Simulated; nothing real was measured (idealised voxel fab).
Proc. module: voxel capacitor over wiring
The cross-section on display is named cut; it measures 235 nm wide, and its cells are 5 nm squares.
Cross-section format: a grid of square cells, given as bands from top to bottom; each band is one or more rows of cells. Heads up on the band format: heights come first, top then bottom, in nm. After that it's the materials left to right, each with its width in nm. A single material flagged "all across" fills the whole band edge to edge, and "air" means there's empty space there. Height datum 0, below which the as-received substrate wafer is one material. Lowest band open at the bottom, running downward: "0..down". A width given as "30 to 40" starts at the first number in the band's top row and ends at the second number in its bottom row, shifting by an equal amount at every step from row to row. Take "everything unchanged" at face value: in the step it is given for, the cross-section changed in none of its cells. Reported under the label "Unvented voids" are the empty spaces having no open way to the top and comprising 8 cells or more; the notation for each is width x height at distance, in which the distance is measured from the left edge and all three values are in nm. Heads up: the bit after the settings on a step's line is the simulator's remark on that step. "overlay nm" answers the question of how far to the right of plan the mask lay on a step that has a mask, and when it is negative the answer is to the left.
## Listed below are the process steps as planned
step 1: op RECEIVE | material Si
step 2: op CONFORMAL_DEP | material SiO2 | thk nm 15
step 3: op DIRECTIONAL_DEP | material TiN | thk nm 5
step 4: op DIRECTIONAL_DEP | material Ru | thk nm 20
step 5: op DIRECTIONAL_DEP | material aC | thk nm 10
step 6: op PATTERN | tone cover | mask id METAL_1 | material resist | width nm 20 | pitch nm 90 | thk nm 30 | overlay nm 0
step 7: op DIRECTIONAL_ETCH | etch materials aC | depth nm 10
step 8: op STRIP | etch materials resist
step 9: op DIRECTIONAL_ETCH | etch materials Ru | depth nm 20
step 10: op DIRECTIONAL_ETCH | etch materials TiN | depth nm 5
step 11: op STRIP | etch materials aC
step 12: op FILL_DEP | material SiO2 | thk nm 10
step 13: op CMP | height nm 40
step 14: op CONFORMAL_DEP | material SiCN | thk nm 5
step 15: op DIRECTIONAL_DEP | material lowk | thk nm 15
step 16: op MASKED_ETCH | tone open | mask id PLUG_1 | width nm 15 | etch materials lowk | depth nm 15 | overlay nm 0
step 17: op MASKED_ETCH | tone open | mask id PLUG_1 | width nm 15 | etch materials SiCN | depth nm 5 | overlay nm 0
step 18: op CONFORMAL_DEP | material TiN | thk nm 5
step 19: op FILL_DEP | material Ru | thk nm 10
step 20: op CMP | height nm 60
step 21: op DIRECTIONAL_DEP | material TiN | thk nm 10
step 22: op DIRECTIONAL_DEP | material Al2O3 | thk nm 5
step 23: op DIRECTIONAL_DEP | material TiN | thk nm 5
step 24: op PATTERN | tone cover | mask id UPPER_PLATE | material resist | width nm 75 | thk nm 20 | overlay nm 0
step 25: op DIRECTIONAL_ETCH | etch materials TiN | depth nm 5
step 26: op DIRECTIONAL_ETCH | etch materials Al2O3 | depth nm 5
step 27: op STRIP | etch materials resist
step 28: op PATTERN | tone cover | mask id LOWER_PLATE | material resist | width nm 85 | thk nm 15 | overlay nm 0
step 29: op DIRECTIONAL_ETCH | etch materials TiN | depth nm 10
step 30: op STRIP | etch materials resist
step 31: op FILL_DEP | material SiO2 | thk nm 15
step 32: op CMP | height nm 90
step 33: op MASKED_ETCH | tone open | mask id PLUG_2 | width nm 15 | etch materials SiO2 | depth nm 10 | overlay nm 0
step 34: op CONFORMAL_DEP | material TiN | thk nm 5
step 35: op FILL_DEP | material Ru | thk nm 10
step 36: op CMP | height nm 90
step 37: op CONFORMAL_DEP | material SiN | thk nm 5
## The cross-section here shows the wafer as received, i.e. in its state after step 1
* 0..down: Si all across
* Unvented voids: none
## Here's the wafer cut in cross-section after the module, started and planned just like above, except one thing was done wrong in the run
* 95..90: SiN all across
* 90..85: 75 nm SiO2, then 5 nm TiN, then 5 nm Ru, then 5 nm TiN, then 145 nm SiO2
* 85..75: 75 to 65 nm SiO2, then 15 to 75 nm TiN, then 145 to 95 nm SiO2
* 75..70: 65 nm SiO2, then 75 nm Al2O3, then 95 nm SiO2
* 70..60: 60 nm SiO2, then 85 nm TiN, then 90 nm SiO2
* 60..45: 65 nm lowk, then 5 nm TiN, then 5 nm Ru, then 5 nm TiN, then 155 nm lowk
* 45..40: 65 nm SiCN, then 15 nm TiN, then 155 nm SiCN
* 40..20: 60 nm Ru, then 20 nm SiO2, then 70 nm Ru, then 20 nm SiO2, then 65 nm Ru
* 20..15: 60 nm TiN, then 20 nm SiO2, then 70 nm TiN, then 20 nm SiO2, then 65 nm TiN
* 15..0: SiO2 all across
* 0..down: Si all across
* Unvented voids: none
What broke from the plan during processing? contrary to plan, step 6 was performed as op PATTERN | tone open | mask id METAL_1 | material resist | width nm 20 | pitch nm 90 | thk nm 30 | overlay nm 0
